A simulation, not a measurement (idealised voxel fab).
Herein follows the process module entitled voxel wiring stack.
Xsec cut, 295 nm wide, square cell size 5 nm.
Reading order for cross-sections: top band down to bottom band. Underlying form: a grid of square cells. Band size: one or more rows of cells.
Per band: top height and bottom height in nm, followed by the left-to-right materials and their widths in nm; "edge to edge" marks a single material spanning edge to edge, "air" marks empty space.
All heights in this document are referenced to 0, defined as the level beneath which the wafer, as received, consists entirely of one material. The lowest band is not bounded below; it extends indefinitely downward and is written in the form "from 0 down".
With a width like "30 to 40", each row of cells in the band differs from the next by the same amount, the top row carrying the first number and the bottom row the second.
What does "nothing altered" mean for a step? It means no cell of the cross-section changed in that step.
"Closed cavities" lists enclosed empty spaces (at least 8 cells, no open path upward to the top), each as width x height at distance from the left edge, in nm.
Formally, on a step line, whatever follows the settings is a remark that the simulator itself makes on the step.
Among the settings permitted on a step's line is "overlay nm"; applied to a step with a mask, it specifies the extent to which the mask lay to the right of its planned position, whereas a negative figure signifies a position to the left.

## Below is the list of planned process steps
1) RECEIVE: material Si
2) CONFORMAL_DEP: material SiO2, thk nm 10
3) DIRECTIONAL_DEP: material TiN, thk nm 5
4) DIRECTIONAL_DEP: material Ru, thk nm 25
5) MASKED_ETCH: tone cover, mask id METAL_1, width nm 30, pitch nm 55, etch materials Ru, depth nm 25, overlay nm 0
6) MASKED_ETCH: tone cover, mask id METAL_1, width nm 30, pitch nm 55, etch materials TiN, depth nm 5, overlay nm 0
7) FILL_DEP: material SiO2, thk nm 10
8) CMP: height nm 40
9) CONFORMAL_DEP: material SiCN, thk nm 5
10) DIRECTIONAL_DEP: material lowk, thk nm 20
11) PATTERN: tone open, mask id PLUG_1, material resist, width nm 15, pitch nm 110, thk nm 20, overlay nm 0
12) DIRECTIONAL_ETCH: etch materials lowk, depth nm 20
13) DIRECTIONAL_ETCH: etch materials SiCN, depth nm 5
14) STRIP: etch materials resist
15) EPI: material Ru, thk nm 10
16) EPI: material Ru, thk nm 10
17) EPI: material Ru, thk nm 5
18) DIRECTIONAL_DEP: material TiN, thk nm 5
19) DIRECTIONAL_DEP: material W, thk nm 20
20) DIRECTIONAL_DEP: material aC, thk nm 15
21) PATTERN: tone cover, mask id METAL_2, material resist, width nm 30, pitch nm 55, thk nm 35, overlay nm 0
22) DIRECTIONAL_ETCH: etch materials aC, depth nm 15
23) STRIP: etch materials resist
24) DIRECTIONAL_ETCH: etch materials W, depth nm 20
25) DIRECTIONAL_ETCH: etch materials TiN, depth nm 5
26) STRIP: etch materials aC
27) FILL_DEP: material SiO2, thk nm 5
28) CMP: height nm 90
29) CONFORMAL_DEP: material SiCN, thk nm 5

## Incoming wafer in cross-section (state: after step 1)
> from 0 down  Si edge to edge
> Closed cavities: none

## End-of-module cross-section of the first of two wafers, processed as planned
> from 95 to 90  SiCN edge to edge
> from 90 to 70  SiO2 (75) | W (30) | SiO2 (25) | W (30) | SiO2 (25) | W (30) | SiO2 (80)
> from 70 to 65  SiO2 (75) | TiN (30) | SiO2 (25) | TiN (30) | SiO2 (25) | TiN (30) | SiO2 (80)
> from 65 to 45  lowk (75) | Ru (15) | lowk (95) | Ru (15) | lowk (95)
> from 45 to 40  SiCN (75) | Ru (15) | SiCN (95) | Ru (15) | SiCN (95)
> from 40 to 15  SiO2 (75) | Ru (30) | SiO2 (25) | Ru (30) | SiO2 (25) | Ru (30) | SiO2 (80)
> from 15 to 10  SiO2 (75) | TiN (30) | SiO2 (25) | TiN (30) | SiO2 (25) | TiN (30) | SiO2 (80)
> from 10 to 0  SiO2 edge to edge
> from 0 down  Si edge to edge
> Closed cavities: none

## Second of two wafers, module complete, sectioned: it shares the first wafer's start and plan but was run with one mistake
> from 95 to 90  SiCN edge to edge
> from 90 to 70  SiO2 (90) | W (15) | SiO2 (25) | W (30) | SiO2 (40) | W (15) | SiO2 (80)
> from 70 to 65  SiO2 (90) | TiN (15) | SiO2 (25) | TiN (30) | SiO2 (40) | TiN (15) | SiO2 (80)
> from 65 to 45  lowk (75) | W (15) | lowk (95) | W (15) | lowk (95)
> from 45 to 40  SiCN (75) | TiN (15) | SiCN (95) | TiN (15) | SiCN (95)
> from 40 to 15  Ru (75) | SiO2 (30) | Ru (25) | SiO2 (30) | Ru (25) | SiO2 (30) | Ru (80)
> from 15 to 10  TiN edge to edge
> from 10 to 0  SiO2 edge to edge
> from 0 down  Si edge to edge
> Closed cavities: none
Diagnosis: off-plan run, step 5, actual operation and settings MASKED_ETCH: tone open, mask id METAL_1, width nm 30, pitch nm 55, etch materials Ru, depth nm 25, overlay nm 0
Bottom line after processing is that, in cells, the second wafer is up or down on some materials versus the first: +85 Ru | -126 SiO2 | +41 TiN
